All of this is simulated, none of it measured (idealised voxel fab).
Herein follows the process module entitled voxel gate over fins.
Xsec cut, 215 nm wide, square cell size 5 nm.
How to read a cross-section here: the picture is a grid of square cells, written as bands going from the top down, and any band can span one or more rows of cells.
A band entry consists of two parts. The first gives the height of the band's top and the height of its bottom, in nm. The rest lists the band's materials from left to right, each with its width in nm. A single material labelled with the word "edge to edge" fills the band from edge to edge, and the word "empty" marks empty space.
Height is counted from the level 0, under which the received wafer is composed throughout of one material. The lowest of the bands is not closed at the bottom but continues downward, in the notation "top 0, no bottom".
The two numbers in a width such as "30..40" mark its ends across the band: the first belongs to the top row of cells, the second to the bottom row, and from each row to the next the width moves by the same amount.
The designation "stayed the same", where it is given for a processing step, indicates that no cell of the cross-section was altered in the course of that step.
Under "Closed voids list" you'll find the enclosed gaps, the ones with no way out to the top, that are 8 cells or bigger; each reads width x height at distance, with distance counted from the left edge, everything in nm.
Where a step's line continues beyond its settings, the continuation is a remark by the simulator itself on that step.
overlay nm: mask right of planned place by this much (step with mask). Neg. = left.

## Intended process steps
1. RECEIVE: material Si
2. CONFORMAL_DEP: material SiN, thk nm 10
3. PATTERN: tone cover, mask id FINS, material resist, width nm 15, pitch nm 40, thk nm 15, overlay nm 0
4. DIRECTIONAL_ETCH: etch materials SiN, depth nm 10
5. DIRECTIONAL_ETCH: etch materials Si, depth nm 40
6. STRIP: etch materials resist
7. FILL_DEP: material SiO2, thk nm 15
8. CMP: height nm 10
9. SELECTIVE_ETCH: etch materials SiO2, depth nm 20
10. STRIP: etch materials SiN
11. CONFORMAL_DEP: material HfO2, thk nm 5
12. CONFORMAL_DEP: material TiN, thk nm 5
13. CONFORMAL_DEP: material TiAl, thk nm 5
14. CONFORMAL_DEP: material TiN, thk nm 5
15. FILL_DEP: material W, thk nm 15
16. CMP: height nm 30
17. CONFORMAL_DEP: material SiN, thk nm 10

## Delivered wafer in cross-section: state after step 1
- top 0, no bottom | Si edge to edge
- Closed voids list: none

## Wafer cross-section at end of module: start and plan as shown above, one execution error
- top 40, bottom 30 | SiN edge to edge
- top 30, bottom 20 | W edge to edge
- top 20, bottom 15 | W 30  TiN 175  W 10
- top 15, bottom 10 | W 30  TiN 5  TiAl 165  TiN 5  W 10
- top 10, bottom 5 | TiN 35  TiAl 5  TiN 35  TiAl 5  TiN 35  TiAl 5  TiN 35  TiAl 5  TiN 35  TiAl 5  TiN 15
- top 5, bottom 0 | TiAl 40  TiN 5  HfO2 25  TiN 5  TiAl 5  TiN 5  HfO2 25  TiN 5  TiAl 5  TiN 5  HfO2 25  TiN 5  TiAl 5  TiN 5  HfO2 25  TiN 5  TiAl 20
- top 0, bottom -5 | TiN 45  HfO2 5  Si 15  HfO2 5  TiN 15  HfO2 5  Si 15  HfO2 5  TiN 15  HfO2 5  Si 15  HfO2 5  TiN 15  HfO2 5  Si 15  HfO2 5  TiN 25
- top -5, bottom -10 | HfO2 50  Si 15  HfO2 25  Si 15  HfO2 25  Si 15  HfO2 25  Si 15  HfO2 30
- top -10, bottom -40 | SiO2 50  Si 15  SiO2 25  Si 15  SiO2 25  Si 15  SiO2 25  Si 15  SiO2 30
- top -40, no bottom | Si edge to edge
- Closed voids list: none
It is concluded that the wafer was processed incorrectly with respect to the plan, in that step 3 changed vs plan, executed as PATTERN: tone cover, mask id FINS, material resist, width nm 15, pitch nm 40, thk nm 15, overlay nm 10
